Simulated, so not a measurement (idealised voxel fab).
The process module presented herein is designated voxel double patterning.
Section shown: cut. Width: 295 nm. Cell size: 5 nm, square.
Format of a cross-section: grid, square cells. Given as bands. Order: top down. Band: one or more rows of cells. Band: top and bottom heights (nm) first, top before bottom; then materials from left to right, widths in nm. "edge to edge" marks a sole material filling the band edge to edge. "empty" denotes empty space. Beneath 0, the wafer as received is one material, and that level is where height counting begins. The lowest band goes on downward without a bottom; it is written like "0 nm and below". A width such as "30->40" changes by the same amount from each row of cells to the next, from the band's top row to its bottom row. Where a step carries "nothing different", the cross-section came out of it unchanged, cell for cell. "Entrapped voids": sealed empty spaces, 8 cells or more, no open way to top, listed width x height at distance, with distance from the left edge and width, height and distance in nm. On each step's line, the part that comes after the settings is the simulator's own comment on the step. overlay nm: how far to the right of its planned place the mask lay on this masked step (negative: to the left).

Planned process steps
1: RECEIVE,material Si
2: CONFORMAL_DEP,material SiN,thk nm 10
3: DIRECTIONAL_DEP,material SiO2,thk nm 20
4: DIRECTIONAL_DEP,material SiCN,thk nm 10
5: PATTERN,tone open,mask id FIRST,material resist,width nm 15,pitch nm 50,thk nm 15,overlay nm 0
6: DIRECTIONAL_ETCH,etch materials SiCN,depth nm 10
7: STRIP,etch materials resist
8: DIRECTIONAL_DEP,material aC,thk nm 15
9: PATTERN,tone open,mask id SECOND,material resist,width nm 15,thk nm 35,overlay nm 0
10: DIRECTIONAL_ETCH,etch materials aC,depth nm 15
11: STRIP,etch materials resist
12: DIRECTIONAL_ETCH,etch materials SiCN,depth nm 10
13: STRIP,etch materials aC
14: DIRECTIONAL_ETCH,etch materials SiO2,depth nm 20
15: STRIP,etch materials SiCN

As received, after step 1
    0 nm and below: Si edge to edge
    Entrapped voids: none

Here's the cross-section of the first of our two wafers at the end of the module - it ran as planned
    30 nm to 10 nm: 115 SiO2  15 empty  10 SiO2  15 empty  10 SiO2  15 empty  115 SiO2
    10 nm to 0 nm: SiN edge to edge
    0 nm and below: Si edge to edge
    Entrapped voids: none

Here's the second of our two wafers sectioned at module end. Same start as the first, same plan, but one mistake got made running it
    30 nm to 20 nm: SiN edge to edge
    20 nm to 0 nm: SiO2 edge to edge
    0 nm and below: Si edge to edge
    Entrapped voids: none
Plan not followed: contrary to the plan, steps 2 and 3 were processed in exchanged order
End of process, cell counts, second wafer against first, materials with more or fewer: 36 more of SiO2
